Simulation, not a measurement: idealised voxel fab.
The process module that follows is named voxel wiring stack.
The width of the displayed cross-section, cut, is 210 nm; its cells are square, with a size of 5 nm.
Cross-section layout: square cells on a grid; listed as bands, top to bottom; a band spans one or more cell rows.
Per band: top height and bottom height in nm, followed by the left-to-right materials and their widths in nm; "everywhere" marks a single material spanning edge to edge, "air" marks empty space.
All heights in this document are referenced to 0, defined as the level beneath which the wafer, as received, consists entirely of one material. The lowest band is not bounded below; it extends indefinitely downward and is written in the form "0 and below".
You'd read "30 to 40" like this: the band's top row of cells is as wide as the first number, its bottom row is as wide as the second, and going down, every row changes width by the same amount as the row before did.
Step marked "everything unchanged"? Then no cell in the cross-section changed in it.
Heads up: "Sealed void listing" only lists the empty pockets with no open path to the top that are 8 cells or more, and it writes them as width x height at distance, distance from the left edge, in nm.
Anything after a step's settings on that line? It's the simulator's own note about the step.
A step line may carry the setting "overlay nm", which, for steps involving a mask, states the distance by which the mask lay to the right of its intended position; negative values denote displacement to the left.

**Planned step list for the process**
- 1: RECEIVE with material Si
- 2: CONFORMAL_DEP with material SiO2, thk nm 10
- 3: CONFORMAL_DEP with material SiN, thk nm 5
- 4: DIRECTIONAL_DEP with material SiO2, thk nm 25
- 5: DIRECTIONAL_DEP with material aC, thk nm 10
- 6: PATTERN with tone open, mask id METAL_1, material resist, width nm 25, pitch nm 50, thk nm 30, overlay nm 0
- 7: DIRECTIONAL_ETCH with etch materials aC, depth nm 10
- 8: STRIP with etch materials resist
- 9: DIRECTIONAL_ETCH with etch materials SiO2, depth nm 25
- 10: DIRECTIONAL_ETCH with etch materials SiN, depth nm 5
- 11: STRIP with etch materials aC
- 12: CONFORMAL_DEP with material TiN, thk nm 5
- 13: FILL_DEP with material Cu, thk nm 5
- 14: CMP with height nm 40
- 15: CONFORMAL_DEP with material SiCN, thk nm 5
- 16: DIRECTIONAL_DEP with material SiO2, thk nm 25
- 17: MASKED_ETCH with tone open, mask id METAL_2_HOLES, width nm 15, pitch nm 50, etch materials SiO2, depth nm 25, overlay nm 0
- 18: MASKED_ETCH with tone open, mask id METAL_2, width nm 25, pitch nm 50, etch materials SiO2, depth nm 15, overlay nm 0
- 19: MASKED_ETCH with tone open, mask id METAL_2, width nm 25, pitch nm 50, etch materials SiCN, depth nm 5, overlay nm 0
- 20: CONFORMAL_DEP with material TiN, thk nm 5
- 21: FILL_DEP with material Cu, thk nm 10
- 22: CMP with height nm 70
- 23: CONFORMAL_DEP with material SiCN, thk nm 5
- 24: DIRECTIONAL_DEP with material lowk, thk nm 35
- 25: PATTERN with tone open, mask id METAL_3, material resist, width nm 25, pitch nm 50, thk nm 15, overlay nm 0
- 26: DIRECTIONAL_ETCH with etch materials lowk, depth nm 20
- 27: STRIP with etch materials resist
- 28: DIRECTIONAL_DEP with material aC, thk nm 15
- 29: PATTERN with tone open, mask id METAL_3_HOLES, material resist, width nm 15, pitch nm 50, thk nm 35, overlay nm 0
- 30: DIRECTIONAL_ETCH with etch materials aC, depth nm 15
- 31: STRIP with etch materials resist
- 32: DIRECTIONAL_ETCH with etch materials lowk, depth nm 15
- 33: DIRECTIONAL_ETCH with etch materials SiCN, depth nm 5
- 34: STRIP with etch materials aC
- 35: CONFORMAL_DEP with material TiN, thk nm 5
- 36: FILL_DEP with material Cu, thk nm 5
- 37: CMP with height nm 110
- 38: CONFORMAL_DEP with material SiN, thk nm 5

**Here's what the wafer looked like in cross-section when it arrived - that's after step 1**
  0 and below | Si everywhere
  Sealed void listing: none

**The first of the two wafers as seen in cross-section once the module was finished; processing followed the plan**
  115 down to 110 | SiN everywhere
  110 down to 95 | lowk: 15 | TiN: 5 | Cu: 15 | TiN: 5 | lowk: 25 | TiN: 5 | Cu: 15 | TiN: 5 | lowk: 25 | TiN: 5 | Cu: 15 | TiN: 5 | lowk: 25 | TiN: 5 | Cu: 15 | TiN: 5 | lowk: 20
  95 down to 90 | lowk: 15 | TiN: 5 | Cu: 5 | TiN: 15 | lowk: 25 | TiN: 5 | Cu: 5 | TiN: 15 | lowk: 25 | TiN: 5 | Cu: 5 | TiN: 15 | lowk: 25 | TiN: 5 | Cu: 5 | TiN: 15 | lowk: 20
  90 down to 75 | lowk: 15 | TiN: 5 | Cu: 5 | TiN: 5 | lowk: 35 | TiN: 5 | Cu: 5 | TiN: 5 | lowk: 35 | TiN: 5 | Cu: 5 | TiN: 5 | lowk: 35 | TiN: 5 | Cu: 5 | TiN: 5 | lowk: 30
  75 down to 70 | SiCN: 15 | TiN: 15 | SiCN: 35 | TiN: 15 | SiCN: 35 | TiN: 15 | SiCN: 35 | TiN: 15 | SiCN: 30
  70 down to 60 | SiO2: 15 | TiN: 5 | Cu: 15 | TiN: 5 | SiO2: 25 | TiN: 5 | Cu: 15 | TiN: 5 | SiO2: 25 | TiN: 5 | Cu: 15 | TiN: 5 | SiO2: 25 | TiN: 5 | Cu: 15 | TiN: 5 | SiO2: 20
  60 down to 55 | SiO2: 15 | TiN: 5 | Cu: 5 | TiN: 15 | SiO2: 25 | TiN: 5 | Cu: 5 | TiN: 15 | SiO2: 25 | TiN: 5 | Cu: 5 | TiN: 15 | SiO2: 25 | TiN: 5 | Cu: 5 | TiN: 15 | SiO2: 20
  55 down to 45 | SiO2: 15 | TiN: 5 | Cu: 5 | TiN: 5 | SiO2: 35 | TiN: 5 | Cu: 5 | TiN: 5 | SiO2: 35 | TiN: 5 | Cu: 5 | TiN: 5 | SiO2: 35 | TiN: 5 | Cu: 5 | TiN: 5 | SiO2: 30
  45 down to 40 | SiCN: 15 | TiN: 15 | SiCN: 35 | TiN: 15 | SiCN: 35 | TiN: 15 | SiCN: 35 | TiN: 15 | SiCN: 30
  40 down to 15 | SiO2: 15 | TiN: 5 | Cu: 15 | TiN: 5 | SiO2: 25 | TiN: 5 | Cu: 15 | TiN: 5 | SiO2: 25 | TiN: 5 | Cu: 15 | TiN: 5 | SiO2: 25 | TiN: 5 | Cu: 15 | TiN: 5 | SiO2: 20
  15 down to 10 | SiN: 15 | TiN: 25 | SiN: 25 | TiN: 25 | SiN: 25 | TiN: 25 | SiN: 25 | TiN: 25 | SiN: 20
  10 down to 0 | SiO2 everywhere
  0 and below | Si everywhere
  Sealed void listing: none

**Second wafer through the module, sectioned at the end: same beginning and same plan as the first wafer, with one mistake in carrying it out**
  115 down to 110 | SiN everywhere
  110 down to 95 | lowk: 15 | TiN: 5 | Cu: 15 | TiN: 5 | lowk: 25 | TiN: 5 | Cu: 15 | TiN: 5 | lowk: 25 | TiN: 5 | Cu: 15 | TiN: 5 | lowk: 25 | TiN: 5 | Cu: 15 | TiN: 5 | lowk: 20
  95 down to 90 | lowk: 15 | TiN: 5 | Cu: 5 | TiN: 15 | lowk: 25 | TiN: 5 | Cu: 5 | TiN: 15 | lowk: 25 | TiN: 5 | Cu: 5 | TiN: 15 | lowk: 25 | TiN: 5 | Cu: 5 | TiN: 15 | lowk: 20
  90 down to 75 | lowk: 15 | TiN: 5 | Cu: 5 | TiN: 5 | lowk: 35 | TiN: 5 | Cu: 5 | TiN: 5 | lowk: 35 | TiN: 5 | Cu: 5 | TiN: 5 | lowk: 35 | TiN: 5 | Cu: 5 | TiN: 5 | lowk: 30
  75 down to 70 | SiCN: 15 | TiN: 15 | SiCN: 35 | TiN: 15 | SiCN: 35 | TiN: 15 | SiCN: 35 | TiN: 15 | SiCN: 30
  70 down to 60 | SiO2: 15 | TiN: 5 | Cu: 15 | TiN: 5 | SiO2: 25 | TiN: 5 | Cu: 15 | TiN: 5 | SiO2: 25 | TiN: 5 | Cu: 15 | TiN: 5 | SiO2: 25 | TiN: 5 | Cu: 15 | TiN: 5 | SiO2: 20
  60 down to 55 | SiO2: 15 | TiN: 5 | Cu: 5 | TiN: 15 | SiO2: 25 | TiN: 5 | Cu: 5 | TiN: 15 | SiO2: 25 | TiN: 5 | Cu: 5 | TiN: 15 | SiO2: 25 | TiN: 5 | Cu: 5 | TiN: 15 | SiO2: 20
  55 down to 45 | SiO2: 15 | TiN: 5 | Cu: 5 | TiN: 5 | SiO2: 35 | TiN: 5 | Cu: 5 | TiN: 5 | SiO2: 35 | TiN: 5 | Cu: 5 | TiN: 5 | SiO2: 35 | TiN: 5 | Cu: 5 | TiN: 5 | SiO2: 30
  45 down to 40 | SiCN: 15 | TiN: 15 | SiCN: 35 | TiN: 15 | SiCN: 35 | TiN: 15 | SiCN: 35 | TiN: 15 | SiCN: 30
  40 down to 35 | SiN: 15 | TiN: 25 | SiN: 25 | TiN: 25 | SiN: 25 | TiN: 25 | SiN: 25 | TiN: 25 | SiN: 20
  35 down to 0 | SiO2 everywhere
  0 and below | Si everywhere
  Sealed void listing: none
Misprocessing identified: steps 3 and 4 got flipped, so each one ran where the other should have
Wafer comparison, final, in cells, second relative to first, materials more or fewer: -60 Cu, +100 SiO2, -40 TiN
